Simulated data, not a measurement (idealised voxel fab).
process module | voxel self aligned contacts
Shown is cross-section cut, with a width of 265 nm and square cells of size 5 nm.
Square cells in a grid make up a cross-section in this document, and the grid is given as bands, listed from the top down, each one or more rows of cells.
Look at the band entry: it leads with the top's height and the bottom's height in nm. Then it lists the materials left to right, with a width in nm for each. The word "edge to edge" on a single material says that material fills the band edge to edge. The word "blank" is empty space.
Counting heights begins at 0, where everything beneath is, in the wafer as received, one material. The lowest band has no bottom; it goes on downwards, as "0 down" shows.
Width spec "30 to 40" -> top row of cells at first value, bottom row at second value, equal per-row change in between.
No cell of the cross-section changed in a step that is given as "nothing altered".
If an empty space has no open way to the top and is at least 8 cells in size, "Closed empty spaces" lists it, written width x height at distance, where distance is measured from the left edge and every value is in nm.
Where a step's line continues beyond its settings, the continuation is a remark by the simulator itself on that step.
overlay nm: mask right of planned place by this much (step with mask). Neg. = left.

### plan
1) RECEIVE [material Si]
2) CONFORMAL_DEP [material SiO2] [thk nm 5]
3) DIRECTIONAL_DEP [material polySi] [thk nm 25]
4) DIRECTIONAL_DEP [material SiN] [thk nm 20]
5) PATTERN [tone cover] [mask id GATE] [material resist] [width nm 30] [pitch nm 70] [thk nm 20] [overlay nm 0]
6) DIRECTIONAL_ETCH [etch materials SiN] [depth nm 20]
7) DIRECTIONAL_ETCH [etch materials polySi] [depth nm 25]
8) STRIP [etch materials resist]
9) CONFORMAL_DEP [material SiN] [thk nm 10]
10) DIRECTIONAL_ETCH [etch materials SiN] [depth nm 10]
11) FILL_DEP [material SiO2] [thk nm 15]
12) CMP [height nm 60]
13) MASKED_ETCH [tone open] [mask id CONTACT] [width nm 50] [pitch nm 70] [etch materials SiO2] [depth nm 60] [overlay nm 0]
14) CONFORMAL_DEP [material TiN] [thk nm 5]
15) FILL_DEP [material Ru] [thk nm 10]
16) CMP [height nm 60]
17) CONFORMAL_DEP [material SiN] [thk nm 5]

### So this is the incoming wafer in cross-section - it's already been through step 1
> 0 down: Si edge to edge
> Closed empty spaces: none

### Cross-section taken at module completion on the first of two wafers; processed per the plan
> 65 to 60: SiN edge to edge
> 60 to 50: SiO2 70 nm, TiN 5 to 20 nm, Ru 40 to 10 nm, TiN 5 to 20 nm, SiO2 20 nm, TiN 5 to 20 nm, Ru 40 to 10 nm, TiN 5 to 20 nm, SiO2 75 nm
> 50 to 30: SiO2 35 nm, SiN 50 nm, TiN 5 nm, Ru 10 nm, TiN 5 nm, SiN 50 nm, TiN 5 nm, Ru 10 nm, TiN 5 nm, SiN 50 nm, SiO2 40 nm
> 30 to 5: SiO2 35 nm, SiN 10 nm, polySi 30 nm, SiN 10 nm, TiN 5 nm, Ru 10 nm, TiN 5 nm, SiN 10 nm, polySi 30 nm, SiN 10 nm, TiN 5 nm, Ru 10 nm, TiN 5 nm, SiN 10 nm, polySi 30 nm, SiN 10 nm, SiO2 40 nm
> 5 to 0: SiO2 85 nm, TiN 20 nm, SiO2 50 nm, TiN 20 nm, SiO2 90 nm
> 0 down: Si edge to edge
> Closed empty spaces: none

### Here is the second of the two wafers cut open at the end of the module - same start, same plan as the first one, but we made one mistake running it
> 65 to 60: SiN edge to edge
> 60 to 50: SiO2 70 nm, TiN 5 to 20 nm, Ru 40 to 10 nm, TiN 5 to 20 nm, SiO2 20 nm, TiN 5 to 20 nm, Ru 40 to 10 nm, TiN 5 to 20 nm, SiO2 75 nm
> 50 to 35: SiO2 35 nm, SiN 50 nm, TiN 5 nm, Ru 10 nm, TiN 5 nm, SiN 50 nm, TiN 5 nm, Ru 10 nm, TiN 5 nm, SiN 50 nm, SiO2 40 nm
> 35 to 30: SiO2 35 nm, SiN 50 nm, TiN 20 nm, SiN 50 nm, TiN 20 nm, SiN 50 nm, SiO2 40 nm
> 30 to 5: TiN edge to edge
> 5 to 0: SiO2 edge to edge
> 0 down: Si edge to edge
> Closed empty spaces: none
So what did we get wrong on this run? step 3 ran as: DIRECTIONAL_DEP [material TiN] [thk nm 25]
In the final state, the cell counts of the second wafer exceed or fall short of those of the first for the following materials: -24 Ru | -60 SiN | -67 SiO2 | +241 TiN | -90 polySi
